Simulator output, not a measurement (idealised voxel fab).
A process module follows: voxel released beams.
cross-section cut | 290 nm wide | cells 5 nm
Square cells in a grid make up a cross-section in this document, and the grid is given as bands, listed from the top down, each one or more rows of cells. Heights first: top, then bottom, in nm. Then materials, left to right, each with a width in nm. "everywhere" on a single material: fills the band edge to edge. "blank": empty space. Below 0: as-received wafer, all one material; heights counted from there. Lowest band: no bottom, goes on down, written "from 0 down". A width such as "30..40" changes by the same amount from each row of cells to the next, from the band's top row to its bottom row. "remained unchanged" means the step left every cell of the cross-section as it was. If an empty space has no open way to the top and is at least 8 cells in size, "Enclosed voids" lists it, written width x height at distance, where distance is measured from the left edge and every value is in nm. What comes after the settings on a step's line is commentary from the simulator itself on that step. If you see "overlay nm" on a step's line and that step has a mask, it's telling you how far right of where it was planned the mask ended up; a negative number means it went left instead.
[Process steps - plan]
- 1: RECEIVE, material Si
- 2: CONFORMAL_DEP, material SiN, thk nm 10
- 3: DIRECTIONAL_DEP, material SiO2, thk nm 10
- 4: MASKED_ETCH, tone open, mask id ANCHOR, width nm 40, etch materials SiO2, depth nm 10, overlay nm 0
- 5: CONFORMAL_DEP, material TiN, thk nm 15
- 6: DIRECTIONAL_DEP, material aC, thk nm 15
- 7: PATTERN, tone cover, mask id BEAM, material resist, width nm 90, thk nm 35, overlay nm 0
- 8: DIRECTIONAL_ETCH, etch materials aC, depth nm 15
- 9: STRIP, etch materials resist
- 10: DIRECTIONAL_ETCH, etch materials TiN, depth nm 15
- 11: STRIP, etch materials aC
- 12: STRIP, etch materials SiO2
Quick note for whoever runs this: the wafers start identical, but the width nm at step 7 isn't the same across them. The plan just shows what the first wafer had.
[As-received cross-section, first of several wafers, post step 1]
	from 0 down: Si everywhere
	Enclosed voids: none
[At the end of the module, after its last step, step 12, the first of several wafers appears in cross-section as follows]
	from 35 to 25: blank 95, TiN 15, blank 10, TiN 65, blank 105
	from 25 to 20: blank 95, TiN 90, blank 105
	from 20 to 10: blank 95, TiN 40, blank 155
	from 10 to 0: SiN everywhere
	from 0 down: Si everywhere
	Enclosed voids: none
[Showing the last wafer in cross-section at the end of the module]
	from 35 to 25: blank 85, TiN 25, blank 10, TiN 80, blank 90
	from 25 to 20: blank 85, TiN 115, blank 90
	from 20 to 10: blank 95, TiN 40, blank 155
	from 10 to 0: SiN everywhere
	from 0 down: Si everywhere
	Enclosed voids: none
[Gained (+) or lost (-) cells of each material since receipt, then closed voids: one row per wafer, at the end of the module]
width nm 90 | +116 SiN | +66 TiN | Enclosed voids: none
width nm 95 | +116 SiN | +69 TiN | Enclosed voids: none
width nm 100 | +116 SiN | +72 TiN | Enclosed voids: none
width nm 105 | +116 SiN | +75 TiN | Enclosed voids: none
width nm 110 | +116 SiN | +78 TiN | Enclosed voids: none
width nm 115 | +116 SiN | +81 TiN | Enclosed voids: none
